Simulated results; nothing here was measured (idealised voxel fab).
Documented hereafter: the process module known as voxel local oxidation.
Square cell edge 5 nm, section width 260 nm, ID cut.
In this document a cross-section is written as a grid of square cells. It is given as a series of bands, listed from the top down, and a band is one or more rows of cells. Top, bottom (nm), then materials left to right with widths (nm); lone material tagged "throughout" fills the whole band edge to edge; "empty" = empty space. Ref level 0: as-received wafer is one material below here. Bottom band extends down with no lower bound ("0 -> down"). The expression "30->40" gives the width at the extremes of the band, the first number at its top row of cells and the second at its bottom row, with the width changing by equal amounts from each row to the next in between. "nothing different", as given for a step, is the statement that not any cell of the cross-section underwent a change during that step. Reported under the label "Unvented internal voids" are the empty spaces having no open way to the top and comprising 8 cells or more; the notation for each is width x height at distance, in which the distance is measured from the left edge and all three values are in nm. It should be noted that, on the line of a given step, the content following the step's settings is a remark produced by the simulator itself with respect to that step. A step's line can hold "overlay nm"; with a mask on that step, the setting says how far right of the planned place the mask lay, while a negative setting says it lay to the left.

### List of planned process steps
1) RECEIVE with material Si
2) CONFORMAL_DEP with material SiO2, thk nm 5
3) CONFORMAL_DEP with material SiN, thk nm 10
4) PATTERN with tone cover, mask id ACTIVE, material resist, width nm 105, pitch nm 125, thk nm 20, overlay nm 0
5) DIRECTIONAL_ETCH with etch materials SiN, depth nm 10
6) STRIP with etch materials resist
7) SELECTIVE_ETCH with etch materials SiO2, depth nm 5
8) OXIDIZE with depth nm 15
9) STRIP with etch materials SiN

### Received-state cross-section, reflecting completion of step 1
    0 -> down = Si throughout
    Unvented internal voids: none

### Cross-sectional image of the first of two wafers at the end of the module, the run having proceeded as planned
    5 -> 0 = 20 of empty / 95 of SiO2 / 30 of empty / 95 of SiO2 / 20 of empty
    0 -> -15 = 35 of SiO2 / 65 of Si / 60 of SiO2 / 65 of Si / 35 of SiO2
    -15 -> down = Si throughout
    Unvented internal voids: none

### Module end: cross-section of wafer two of two. Same start and process plan as the first wafer. One mistake during execution
    5 -> 0 = 30 of empty / 75 of SiO2 / 50 of empty / 75 of SiO2 / 30 of empty
    0 -> -15 = 45 of SiO2 / 45 of Si / 80 of SiO2 / 45 of Si / 45 of SiO2
    -15 -> down = Si throughout
    Unvented internal voids: none
The mistake made against the process plan was this: step 7 was processed under conditions differing from the plan, specifically as SELECTIVE_ETCH with etch materials SiO2, depth nm 15
Per the end-of-run cell counts, the second wafer holds more or fewer of some materials than the first: Si: 24 fewer | SiO2: 16 more
